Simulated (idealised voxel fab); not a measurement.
The name of this process module is voxel capacitor over wiring.
Cross-section cut spans 175 nm and uses square cells 5 nm in size.
Bands, listed from the top down, are how a cross-section gets written in this document; the cross-section itself is a grid of square cells, and a band is one or more rows of them.
It is stipulated that each band's entry specify, in nanometres, the height of the top of the band and then that of its bottom, followed by the materials of the band in left-to-right sequence, each together with its width in nanometres. A single material marked by the word "everywhere" is understood to fill the band from edge to edge; the word "blank" is understood to denote empty space.
It should be noted that heights are counted from 0, beneath which the wafer as supplied is of one material throughout, and that the lowest band possesses no lower boundary but continues downward, as written in "0 down".
Read "30 to 40" as a graded width: first number on top, second number at the bottom, same change between each pair of neighbouring rows.
You'll sometimes find "left unchanged" written for a step, and that's the way of saying that nowhere in the cross-section did a cell change during that step.
Reported under the label "Completely enclosed voids" are the empty spaces having no open way to the top and comprising 8 cells or more; the notation for each is width x height at distance, in which the distance is measured from the left edge and all three values are in nm.
after a step's settings: what the simulator itself notes on the step
overlay nm: mask offset rightward from planned place, masked step; negative means leftward offset.

-- Process steps - plan
1,RECEIVE with material Si
2,CONFORMAL_DEP with material SiO2, thk nm 15
3,CONFORMAL_DEP with material SiCN, thk nm 5
4,DIRECTIONAL_DEP with material SiO2, thk nm 15
5,PATTERN with tone open, mask id METAL_1, material resist, width nm 25, pitch nm 80, thk nm 20, overlay nm 0
6,DIRECTIONAL_ETCH with etch materials SiO2, depth nm 15
7,DIRECTIONAL_ETCH with etch materials SiCN, depth nm 5
8,STRIP with etch materials resist
9,CONFORMAL_DEP with material TiN, thk nm 5
10,FILL_DEP with material W, thk nm 10
11,CMP with height nm 35
12,CONFORMAL_DEP with material SiCN, thk nm 5
13,DIRECTIONAL_DEP with material lowk, thk nm 20
14,DIRECTIONAL_DEP with material aC, thk nm 15
15,PATTERN with tone open, mask id PLUG_1, material resist, width nm 15, thk nm 35, overlay nm 0
16,DIRECTIONAL_ETCH with etch materials aC, depth nm 15
17,STRIP with etch materials resist
18,DIRECTIONAL_ETCH with etch materials lowk, depth nm 20
19,DIRECTIONAL_ETCH with etch materials SiCN, depth nm 5
20,STRIP with etch materials aC
21,EPI with material Ru, thk nm 10
22,EPI with material Ru, thk nm 10
23,EPI with material Ru, thk nm 5
24,DIRECTIONAL_DEP with material TiN, thk nm 10
25,DIRECTIONAL_DEP with material Al2O3, thk nm 5
26,DIRECTIONAL_DEP with material TiN, thk nm 5
27,PATTERN with tone cover, mask id UPPER_PLATE, material resist, width nm 60, thk nm 20, overlay nm 0
28,DIRECTIONAL_ETCH with etch materials TiN, depth nm 5
29,DIRECTIONAL_ETCH with etch materials Al2O3, depth nm 5
30,STRIP with etch materials resist
31,DIRECTIONAL_DEP with material aC, thk nm 10
32,PATTERN with tone cover, mask id LOWER_PLATE, material resist, width nm 70, thk nm 30, overlay nm 0
33,DIRECTIONAL_ETCH with etch materials aC, depth nm 10
34,STRIP with etch materials resist
35,DIRECTIONAL_ETCH with etch materials TiN, depth nm 10
36,STRIP with etch materials aC
37,FILL_DEP with material SiO2, thk nm 20
38,CMP with height nm 95
39,MASKED_ETCH with tone open, mask id PLUG_2, width nm 15, etch materials SiO2, depth nm 15, overlay nm 0
40,CONFORMAL_DEP with material TiN, thk nm 5
41,FILL_DEP with material Ru, thk nm 5
42,CMP with height nm 95
43,CONFORMAL_DEP with material SiCN, thk nm 5

-- First of two wafers, with the run carried out as planned

-- This is the cross-section of the wafer as we received it, i.e. after step 1
  0 down  Si everywhere
  Completely enclosed voids: none

-- Take a look at the wafer's cross-section after step 2
  15 to 0  SiO2 everywhere
  Under the height 0 nothing was changed.

-- Take a look at the wafer's cross-section after step 3
  20 to 15  SiCN everywhere
  Under the height 15 nothing was changed.

-- Take a look at the wafer's cross-section after step 4
  35 to 20  SiO2 everywhere
  Under the height 20 nothing was changed.

-- Take a look at the wafer's cross-section after step 5
  55 to 35  resist: 35 / blank: 25 / resist: 55 / blank: 25 / resist: 35
  Under the height 35 nothing was changed.

-- Take a look at the wafer's cross-section after step 6
  55 to 35  resist: 35 / blank: 25 / resist: 55 / blank: 25 / resist: 35
  35 to 20  SiO2: 35 / blank: 25 / SiO2: 55 / blank: 25 / SiO2: 35
  Under the height 20 nothing was changed.

-- Take a look at the wafer's cross-section after step 7
  55 to 35  resist: 35 / blank: 25 / resist: 55 / blank: 25 / resist: 35
  35 to 20  SiO2: 35 / blank: 25 / SiO2: 55 / blank: 25 / SiO2: 35
  20 to 15  SiCN: 35 / blank: 25 / SiCN: 55 / blank: 25 / SiCN: 35
  Under the height 15 nothing was changed.

-- Take a look at the wafer's cross-section after step 8
  35 to 20  SiO2: 35 / blank: 25 / SiO2: 55 / blank: 25 / SiO2: 35
  Under the height 20 nothing was changed.

-- Take a look at the wafer's cross-section after step 9
  40 to 35  TiN: 40 / blank: 15 / TiN: 65 / blank: 15 / TiN: 40
  35 to 20  SiO2: 35 / TiN: 5 / blank: 15 / TiN: 5 / SiO2: 55 / TiN: 5 / blank: 15 / TiN: 5 / SiO2: 35
  20 to 15  SiCN: 35 / TiN: 25 / SiCN: 55 / TiN: 25 / SiCN: 35
  Under the height 15 nothing was changed.

-- Take a look at the wafer's cross-section after step 10
  50 to 40  W everywhere
  40 to 35  TiN: 40 / W: 15 / TiN: 65 / W: 15 / TiN: 40
  35 to 20  SiO2: 35 / TiN: 5 / W: 15 / TiN: 5 / SiO2: 55 / TiN: 5 / W: 15 / TiN: 5 / SiO2: 35
  Under the height 20 nothing was changed.

-- Take a look at the wafer's cross-section after step 11
  35 to 20  SiO2: 35 / TiN: 5 / W: 15 / TiN: 5 / SiO2: 55 / TiN: 5 / W: 15 / TiN: 5 / SiO2: 35
  Under the height 20 nothing was changed.

-- Take a look at the wafer's cross-section after step 12
  40 to 35  SiCN everywhere
  Under the height 35 nothing was changed.

-- Take a look at the wafer's cross-section after step 13
  60 to 40  lowk everywhere
  Under the height 40 nothing was changed.

-- Take a look at the wafer's cross-section after step 14
  75 to 60  aC everywhere
  Under the height 60 nothing was changed.

-- Take a look at the wafer's cross-section after step 15
  110 to 75  resist: 45 / blank: 15 / resist: 115
  Under the height 75 nothing was changed.

-- Take a look at the wafer's cross-section after step 16
  95 to 75  resist: 45 / blank: 15 / resist: 115
  75 to 60  aC: 45 / blank: 15 / aC: 115
  Under the height 60 nothing was changed.

-- Take a look at the wafer's cross-section after step 17
  75 to 60  aC: 45 / blank: 15 / aC: 115
  Under the height 60 nothing was changed.

-- Take a look at the wafer's cross-section after step 18
  75 to 60  aC: 45 / blank: 15 / aC: 115
  60 to 40  lowk: 45 / blank: 15 / lowk: 115
  Under the height 40 nothing was changed.

-- Take a look at the wafer's cross-section after step 19
  75 to 60  aC: 45 / blank: 15 / aC: 115
  60 to 40  lowk: 45 / blank: 15 / lowk: 115
  40 to 35  SiCN: 45 / blank: 15 / SiCN: 115
  Under the height 35 nothing was changed.

-- Take a look at the wafer's cross-section after step 20
  60 to 40  lowk: 45 / blank: 15 / lowk: 115
  Under the height 40 nothing was changed.

-- Take a look at the wafer's cross-section after step 21
  60 to 45  lowk: 45 / blank: 15 / lowk: 115
  45 to 40  lowk: 45 / Ru: 15 / lowk: 115
  40 to 35  SiCN: 45 / Ru: 15 / SiCN: 115
  Under the height 35 nothing was changed.

-- Take a look at the wafer's cross-section after step 22
  60 to 55  lowk: 45 / blank: 15 / lowk: 115
  55 to 40  lowk: 45 / Ru: 15 / lowk: 115
  Under the height 40 nothing was changed.

-- Take a look at the wafer's cross-section after step 23
  60 to 40  lowk: 45 / Ru: 15 / lowk: 115
  Under the height 40 nothing was changed.

-- Take a look at the wafer's cross-section after step 24
  70 to 60  TiN everywhere
  Under the height 60 nothing was changed.

-- Take a look at the wafer's cross-section after step 25
  75 to 70  Al2O3 everywhere
  Under the height 70 nothing was changed.

-- Take a look at the wafer's cross-section after step 26
  80 to 75  TiN everywhere
  Under the height 75 nothing was changed.

-- Take a look at the wafer's cross-section after step 27
  100 to 80  blank: 45 / resist: 60 / blank: 70
  Under the height 80 nothing was changed.

-- Take a look at the wafer's cross-section after step 28
  100 to 80  blank: 45 / resist: 60 / blank: 70
  80 to 75  blank: 45 / TiN: 60 / blank: 70
  Under the height 75 nothing was changed.

-- Take a look at the wafer's cross-section after step 29
  100 to 80  blank: 45 / resist: 60 / blank: 70
  80 to 75  blank: 45 / TiN: 60 / blank: 70
  75 to 70  blank: 45 / Al2O3: 60 / blank: 70
  Under the height 70 nothing was changed.

-- Take a look at the wafer's cross-section after step 30
  80 to 75  blank: 45 / TiN: 60 / blank: 70
  Under the height 75 nothing was changed.

-- Take a look at the wafer's cross-section after step 31
  90 to 80  blank: 45 / aC: 60 / blank: 70
  80 to 75  aC: 45 / TiN: 60 / aC: 70
  75 to 70  aC: 45 / Al2O3: 60 / aC: 70
  Under the height 70 nothing was changed.

-- Take a look at the wafer's cross-section after step 32
  120 to 90  blank: 40 / resist: 70 / blank: 65
  90 to 80  blank: 40 / resist: 5 / aC: 60 / resist: 5 / blank: 65
  Under the height 80 nothing was changed.

-- Take a look at the wafer's cross-section after step 33
  110 to 90  blank: 40 / resist: 70 / blank: 65
  90 to 80  blank: 40 / resist: 5 / aC: 60 / resist: 5 / blank: 65
  80 to 75  blank: 40 / aC: 5 / TiN: 60 / aC: 5 / blank: 65
  75 to 70  blank: 40 / aC: 5 / Al2O3: 60 / aC: 5 / blank: 65
  Under the height 70 nothing was changed.

-- Take a look at the wafer's cross-section after step 34
  90 to 80  blank: 45 / aC: 60 / blank: 70
  Under the height 80 nothing was changed.

-- Take a look at the wafer's cross-section after step 35
  90 to 80  blank: 45 / aC: 60 / blank: 70
  80 to 75  blank: 40 / aC: 5 / TiN: 60 / aC: 5 / blank: 65
  75 to 70  blank: 40 / aC: 5 / Al2O3: 60 / aC: 5 / blank: 65
  70 to 60  blank: 40 / TiN: 70 / blank: 65
  Under the height 60 nothing was changed.

-- Take a look at the wafer's cross-section after step 36
  80 to 75  blank: 45 / TiN: 60 / blank: 70
  75 to 70  blank: 45 / Al2O3: 60 / blank: 70
  Under the height 70 nothing was changed.

-- Take a look at the wafer's cross-section after step 37
  100 to 80  SiO2 everywhere
  80 to 75  SiO2: 45 / TiN: 60 / SiO2: 70
  75 to 70  SiO2: 45 / Al2O3: 60 / SiO2: 70
  70 to 60  SiO2: 40 / TiN: 70 / SiO2: 65
  Under the height 60 nothing was changed.

-- Take a look at the wafer's cross-section after step 38
  95 to 80  SiO2 everywhere
  Under the height 80 nothing was changed.

-- Take a look at the wafer's cross-section after step 39
  95 to 80  SiO2: 55 / blank: 15 / SiO2: 105
  Under the height 80 nothing was changed.

-- Take a look at the wafer's cross-section after step 40
  100 to 95  TiN: 60 / blank: 5 / TiN: 110
  95 to 85  SiO2: 55 / TiN: 5 / blank: 5 / TiN: 5 / SiO2: 105
  85 to 75  SiO2: 55 to 45 / TiN: 15 to 60 / SiO2: 105 to 70
  Under the height 75 nothing was changed.

-- Take a look at the wafer's cross-section after step 41
  105 to 100  Ru everywhere
  100 to 95  TiN: 60 / Ru: 5 / TiN: 110
  95 to 85  SiO2: 55 / TiN: 5 / Ru: 5 / TiN: 5 / SiO2: 105
  Under the height 85 nothing was changed.

-- Take a look at the wafer's cross-section after step 42
  95 to 85  SiO2: 55 / TiN: 5 / Ru: 5 / TiN: 5 / SiO2: 105
  Under the height 85 nothing was changed.

-- Take a look at the wafer's cross-section after step 43
  100 to 95  SiCN everywhere
  Under the height 95 nothing was changed.

-- Second wafer. Start and plan as for the first. One mistake made in running. Agrees with the first up to and including step 4

-- Look at the second wafer in cross-section at the time step 5 ought to have finished
  55 to 35  resist: 45 / blank: 25 / resist: 55 / blank: 25 / resist: 25
  Under the height 35 nothing was changed.

-- Look at the second wafer in cross-section at the time step 6 ought to have finished
  55 to 35  resist: 45 / blank: 25 / resist: 55 / blank: 25 / resist: 25
  35 to 20  SiO2: 45 / blank: 25 / SiO2: 55 / blank: 25 / SiO2: 25
  Under the height 20 nothing was changed.

-- Look at the second wafer in cross-section at the time step 7 ought to have finished
  55 to 35  resist: 45 / blank: 25 / resist: 55 / blank: 25 / resist: 25
  35 to 20  SiO2: 45 / blank: 25 / SiO2: 55 / blank: 25 / SiO2: 25
  20 to 15  SiCN: 45 / blank: 25 / SiCN: 55 / blank: 25 / SiCN: 25
  Under the height 15 nothing was changed.

-- Look at the second wafer in cross-section at the time step 8 ought to have finished
  35 to 20  SiO2: 45 / blank: 25 / SiO2: 55 / blank: 25 / SiO2: 25
  Under the height 20 nothing was changed.

-- Look at the second wafer in cross-section at the time step 9 ought to have finished
  40 to 35  TiN: 50 / blank: 15 / TiN: 65 / blank: 15 / TiN: 30
  35 to 20  SiO2: 45 / TiN: 5 / blank: 15 / TiN: 5 / SiO2: 55 / TiN: 5 / blank: 15 / TiN: 5 / SiO2: 25
  20 to 15  SiCN: 45 / TiN: 25 / SiCN: 55 / TiN: 25 / SiCN: 25
  Under the height 15 nothing was changed.

-- Look at the second wafer in cross-section at the time step 10 ought to have finished
  50 to 40  W everywhere
  40 to 35  TiN: 50 / W: 15 / TiN: 65 / W: 15 / TiN: 30
  35 to 20  SiO2: 45 / TiN: 5 / W: 15 / TiN: 5 / SiO2: 55 / TiN: 5 / W: 15 / TiN: 5 / SiO2: 25
  Under the height 20 nothing was changed.

-- Look at the second wafer in cross-section at the time step 11 ought to have finished
  35 to 20  SiO2: 45 / TiN: 5 / W: 15 / TiN: 5 / SiO2: 55 / TiN: 5 / W: 15 / TiN: 5 / SiO2: 25
  Under the height 20 nothing was changed.

-- Look at the second wafer in cross-section at the time step 12 ought to have finished
  40 to 35  SiCN everywhere
  Under the height 35 nothing was changed.

-- Look at the second wafer in cross-section at the time step 13 ought to have finished
  60 to 40  lowk everywhere
  Under the height 40 nothing was changed.

-- Look at the second wafer in cross-section at the time step 14 ought to have finished
  75 to 60  aC everywhere
  Under the height 60 nothing was changed.

-- Look at the second wafer in cross-section at the time step 15 ought to have finished
  110 to 75  resist: 45 / blank: 15 / resist: 115
  Under the height 75 nothing was changed.

-- Look at the second wafer in cross-section at the time step 16 ought to have finished
  95 to 75  resist: 45 / blank: 15 / resist: 115
  75 to 60  aC: 45 / blank: 15 / aC: 115
  Under the height 60 nothing was changed.

-- Look at the second wafer in cross-section at the time step 17 ought to have finished
  75 to 60  aC: 45 / blank: 15 / aC: 115
  Under the height 60 nothing was changed.

-- Look at the second wafer in cross-section at the time step 18 ought to have finished
  75 to 60  aC: 45 / blank: 15 / aC: 115
  60 to 40  lowk: 45 / blank: 15 / lowk: 115
  Under the height 40 nothing was changed.

-- Look at the second wafer in cross-section at the time step 19 ought to have finished
  75 to 60  aC: 45 / blank: 15 / aC: 115
  60 to 40  lowk: 45 / blank: 15 / lowk: 115
  40 to 35  SiCN: 45 / blank: 15 / SiCN: 115
  Under the height 35 nothing was changed.

-- Look at the second wafer in cross-section at the time step 20 ought to have finished
  60 to 40  lowk: 45 / blank: 15 / lowk: 115
  Under the height 40 nothing was changed.

-- Look at the second wafer in cross-section at the time step 21 ought to have finished
  60 to 45  lowk: 45 / blank: 15 / lowk: 115
  45 to 40  lowk: 45 / Ru: 15 / lowk: 115
  40 to 35  SiCN: 45 / Ru: 15 / SiCN: 115
  Under the height 35 nothing was changed.

-- Look at the second wafer in cross-section at the time step 22 ought to have finished
  60 to 55  lowk: 45 / blank: 15 / lowk: 115
  55 to 40  lowk: 45 / Ru: 15 / lowk: 115
  Under the height 40 nothing was changed.

-- Look at the second wafer in cross-section at the time step 23 ought to have finished
  60 to 40  lowk: 45 / Ru: 15 / lowk: 115
  Under the height 40 nothing was changed.

-- Look at the second wafer in cross-section at the time step 24 ought to have finished
  70 to 60  TiN everywhere
  Under the height 60 nothing was changed.

-- Look at the second wafer in cross-section at the time step 25 ought to have finished
  75 to 70  Al2O3 everywhere
  Under the height 70 nothing was changed.

-- Look at the second wafer in cross-section at the time step 26 ought to have finished
  80 to 75  TiN everywhere
  Under the height 75 nothing was changed.

-- Look at the second wafer in cross-section at the time step 27 ought to have finished
  100 to 80  blank: 45 / resist: 60 / blank: 70
  Under the height 80 nothing was changed.

-- Look at the second wafer in cross-section at the time step 28 ought to have finished
  100 to 80  blank: 45 / resist: 60 / blank: 70
  80 to 75  blank: 45 / TiN: 60 / blank: 70
  Under the height 75 nothing was changed.

-- Look at the second wafer in cross-section at the time step 29 ought to have finished
  100 to 80  blank: 45 / resist: 60 / blank: 70
  80 to 75  blank: 45 / TiN: 60 / blank: 70
  75 to 70  blank: 45 / Al2O3: 60 / blank: 70
  Under the height 70 nothing was changed.

-- Look at the second wafer in cross-section at the time step 30 ought to have finished
  80 to 75  blank: 45 / TiN: 60 / blank: 70
  Under the height 75 nothing was changed.

-- Look at the second wafer in cross-section at the time step 31 ought to have finished
  90 to 80  blank: 45 / aC: 60 / blank: 70
  80 to 75  aC: 45 / TiN: 60 / aC: 70
  75 to 70  aC: 45 / Al2O3: 60 / aC: 70
  Under the height 70 nothing was changed.

-- Look at the second wafer in cross-section at the time step 32 ought to have finished
  120 to 90  blank: 40 / resist: 70 / blank: 65
  90 to 80  blank: 40 / resist: 5 / aC: 60 / resist: 5 / blank: 65
  Under the height 80 nothing was changed.

-- Look at the second wafer in cross-section at the time step 33 ought to have finished
  110 to 90  blank: 40 / resist: 70 / blank: 65
  90 to 80  blank: 40 / resist: 5 / aC: 60 / resist: 5 / blank: 65
  80 to 75  blank: 40 / aC: 5 / TiN: 60 / aC: 5 / blank: 65
  75 to 70  blank: 40 / aC: 5 / Al2O3: 60 / aC: 5 / blank: 65
  Under the height 70 nothing was changed.

-- Look at the second wafer in cross-section at the time step 34 ought to have finished
  90 to 80  blank: 45 / aC: 60 / blank: 70
  Under the height 80 nothing was changed.

-- Look at the second wafer in cross-section at the time step 35 ought to have finished
  90 to 80  blank: 45 / aC: 60 / blank: 70
  80 to 75  blank: 40 / aC: 5 / TiN: 60 / aC: 5 / blank: 65
  75 to 70  blank: 40 / aC: 5 / Al2O3: 60 / aC: 5 / blank: 65
  70 to 60  blank: 40 / TiN: 70 / blank: 65
  Under the height 60 nothing was changed.

-- Look at the second wafer in cross-section at the time step 36 ought to have finished
  80 to 75  blank: 45 / TiN: 60 / blank: 70
  75 to 70  blank: 45 / Al2O3: 60 / blank: 70
  Under the height 70 nothing was changed.

-- Look at the second wafer in cross-section at the time step 37 ought to have finished
  100 to 80  SiO2 everywhere
  80 to 75  SiO2: 45 / TiN: 60 / SiO2: 70
  75 to 70  SiO2: 45 / Al2O3: 60 / SiO2: 70
  70 to 60  SiO2: 40 / TiN: 70 / SiO2: 65
  Under the height 60 nothing was changed.

-- Look at the second wafer in cross-section at the time step 38 ought to have finished
  95 to 80  SiO2 everywhere
  Under the height 80 nothing was changed.

-- Look at the second wafer in cross-section at the time step 39 ought to have finished
  95 to 80  SiO2: 55 / blank: 15 / SiO2: 105
  Under the height 80 nothing was changed.

-- Look at the second wafer in cross-section at the time step 40 ought to have finished
  100 to 95  TiN: 60 / blank: 5 / TiN: 110
  95 to 85  SiO2: 55 / TiN: 5 / blank: 5 / TiN: 5 / SiO2: 105
  85 to 75  SiO2: 55 to 45 / TiN: 15 to 60 / SiO2: 105 to 70
  Under the height 75 nothing was changed.

-- Look at the second wafer in cross-section at the time step 41 ought to have finished
  105 to 100  Ru everywhere
  100 to 95  TiN: 60 / Ru: 5 / TiN: 110
  95 to 85  SiO2: 55 / TiN: 5 / Ru: 5 / TiN: 5 / SiO2: 105
  Under the height 85 nothing was changed.

-- Look at the second wafer in cross-section at the time step 42 ought to have finished
  95 to 85  SiO2: 55 / TiN: 5 / Ru: 5 / TiN: 5 / SiO2: 105
  Under the height 85 nothing was changed.

-- Look at the second wafer in cross-section at the time step 43 ought to have finished
  100 to 95  SiCN everywhere
  Under the height 95 nothing was changed.
What was done differently from what was planned? contrary to plan, step 5 was performed as PATTERN with tone open, mask id METAL_1, material resist, width nm 25, pitch nm 80, thk nm 20, overlay nm 10
Final wafers compared: equal cell tally per material, rearranged layout.
